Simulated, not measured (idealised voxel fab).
voxel lift off: a process module
Xsec cut, 155 nm wide, square cell size 5 nm.
A cross-section is a grid of square cells, given in bands from the top down. A band is one or more rows of cells.
What a band's entry tells you: where the top is and where the bottom is, as heights in nm, and after that what lies inside, material by material from left to right, each with its width in nm. Empty space is written as the word "empty", and a single material marked with the word "everywhere" occupies the band from edge to edge.
We count height from 0. Below that, the starting wafer is all one material. The lowest band never ends at the bottom but goes on down; see "0..down" for how that is written.
Width spec "30->40" -> top row of cells at first value, bottom row at second value, equal per-row change in between.
Any step labelled "left unchanged" changed none of the cells in the cross-section.
Basically, "Closed void inventory" tells you about the enclosed voids: empty spaces with no open way to the top, 8 cells or bigger, each written width x height at distance, where distance is from the left edge, all in nm.
That trailing text on a step's line, after the settings, is the simulator's own remark on the step.
overlay nm: how far to the right of its planned place the mask lay on this masked step (negative: to the left).
## Planned step list for the process
1) RECEIVE (material Si)
2) CONFORMAL_DEP (material SiN; thk nm 10)
3) PATTERN (tone open; mask id LINES; material resist; width nm 25; pitch nm 40; thk nm 30; overlay nm 0)
4) DIRECTIONAL_DEP (material Ru; thk nm 5)
5) STRIP (etch materials resist)
6) CONFORMAL_DEP (material SiCN; thk nm 5)
The plan shows the thk nm of step 4 as the first wafer had it; this setting differs between the wafers, which start out alike.
## The as-received cross-section of the first of several wafers corresponds to the state after step 1
	0..down | Si everywhere
	Closed void inventory: none
## The cross-section of the first of several wafers is given below for the end of the module, after its final step, step 6
	20..15 | 20 of empty, then 35 of SiCN, then 5 of empty, then 35 of SiCN, then 5 of empty, then 35 of SiCN, then 20 of empty
	15..10 | 25 of SiCN, then 25 of Ru, then 15 of SiCN, then 25 of Ru, then 15 of SiCN, then 25 of Ru, then 25 of SiCN
	10..0 | SiN everywhere
	0..down | Si everywhere
	Closed void inventory: none
## Sectional view of the last wafer upon completion of the module
	40..35 | 20 of empty, then 35 of SiCN, then 5 of empty, then 35 of SiCN, then 5 of empty, then 35 of SiCN, then 20 of empty
	35..15 | 20 of empty, then 5 of SiCN, then 25 of Ru, then 5 of SiCN, then 5 of empty, then 5 of SiCN, then 25 of Ru, then 5 of SiCN, then 5 of empty, then 5 of SiCN, then 25 of Ru, then 5 of SiCN, then 20 of empty
	15..10 | 25 of SiCN, then 25 of Ru, then 15 of SiCN, then 25 of Ru, then 15 of SiCN, then 25 of Ru, then 25 of SiCN
	10..0 | SiN everywhere
	0..down | Si everywhere
	Closed void inventory: none
## Row per wafer, end-of-module: cell gain (+)/loss (-) by material since the wafer came in, then closed voids
thk nm 5; +15 Ru; +37 SiCN; +62 SiN; Closed void inventory: none
thk nm 10; +30 Ru; +43 SiCN; +62 SiN; Closed void inventory: none
thk nm 15; +45 Ru; +49 SiCN; +62 SiN; Closed void inventory: none
thk nm 20; +60 Ru; +55 SiCN; +62 SiN; Closed void inventory: none
thk nm 25; +75 Ru; +61 SiCN; +62 SiN; Closed void inventory: none
